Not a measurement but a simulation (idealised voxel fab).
You're looking at the process module voxel self aligned vias.
Pictured: cross-section cut, 210 nm wide, on a grid of 5 nm square cells.
In what follows, cross-sections appear as grids of square cells, described through bands that run from the top down, where every band is one or more rows of cells.
The band entry comprises the height of the band's top followed by the height of its bottom, expressed in nm, and subsequently the band's materials from left to right, each stated together with its width in nm. Where a single material is marked with the word "throughout", that material fills the band from edge to edge. The word "blank" represents empty space.
It should be noted that heights are counted from 0, beneath which the wafer as supplied is of one material throughout, and that the lowest band possesses no lower boundary but continues downward, as written in "0..down".
Width "30 to 40": first value at the band's top row of cells, second value at its bottom row, equal change from row to row.
Step marked "no modifications"? Then no cell in the cross-section changed in it.
What "Enclosed empty spaces" gives you is every empty space of 8 cells or more that is cut off from the top. Each appears as width x height at distance, with the distance taken from the left edge and width, height and distance all in nm.
Text after the settings on a step's line: the simulator's own remark on that step.
overlay nm: where the mask lay relative to plan, measured to the right, on steps with a mask; negatives go left.
## Here's what the planned process steps look like
1,op RECEIVE | material Si
2,op CONFORMAL_DEP | material SiO2 | thk nm 10
3,op CONFORMAL_DEP | material SiCN | thk nm 5
4,op DIRECTIONAL_DEP | material lowk | thk nm 25
5,op PATTERN | tone open | mask id LINES | material resist | width nm 25 | pitch nm 55 | thk nm 15 | overlay nm 0
6,op DIRECTIONAL_ETCH | etch materials lowk | depth nm 25
7,op STRIP | etch materials resist
8,op CONFORMAL_DEP | material TiN | thk nm 5
9,op FILL_DEP | material Ru | thk nm 5
10,op CMP | height nm 40
11,op SELECTIVE_ETCH | etch materials W Ru TiN | depth nm 10
12,op FILL_DEP | material SiN | thk nm 5
13,op CMP | height nm 40
14,op DIRECTIONAL_DEP | material lowk | thk nm 20
15,op MASKED_ETCH | tone open | mask id VIAS | width nm 35 | pitch nm 55 | etch materials lowk | depth nm 20 | overlay nm 0
16,op MASKED_ETCH | tone open | mask id VIAS | width nm 35 | pitch nm 55 | etch materials SiN | depth nm 10 | overlay nm 0
17,op CONFORMAL_DEP | material TiN | thk nm 5
18,op FILL_DEP | material Ru | thk nm 5
19,op CMP | height nm 60
20,op CONFORMAL_DEP | material SiN | thk nm 5
## As-received wafer cross-section (after step 1)
0..down = Si throughout
Enclosed empty spaces: none
## Result of the module, cross-sectioned: start per above, plan per above, one error in how it was run
65..60 = SiN throughout
60..45 = lowk: 35  TiN: 5  Ru: 20  TiN: 5  lowk: 25  TiN: 5  Ru: 20  TiN: 5  lowk: 25  TiN: 5  Ru: 20  TiN: 5  lowk: 35
45..35 = lowk: 35  TiN: 5  Ru: 15  TiN: 10 to 5  lowk: 25 to 30  TiN: 5  Ru: 15  TiN: 10 to 5  lowk: 25 to 30  TiN: 5  Ru: 15  TiN: 10 to 5  lowk: 35 to 40
35..30 = lowk: 35  TiN: 25  lowk: 30  TiN: 25  lowk: 30  TiN: 25  lowk: 40
30..20 = lowk: 35  TiN: 5  Ru: 15  TiN: 5  lowk: 30  TiN: 5  Ru: 15  TiN: 5  lowk: 30  TiN: 5  Ru: 15  TiN: 5  lowk: 40
20..15 = lowk: 35  TiN: 25  lowk: 30  TiN: 25  lowk: 30  TiN: 25  lowk: 40
15..10 = SiCN throughout
10..0 = SiO2 throughout
0..down = Si throughout
Enclosed empty spaces: none
Here's what went sideways: step 15: run off-plan, actual operation and settings op MASKED_ETCH | tone open | mask id VIAS | width nm 30 | pitch nm 55 | etch materials lowk | depth nm 20 | overlay nm 0
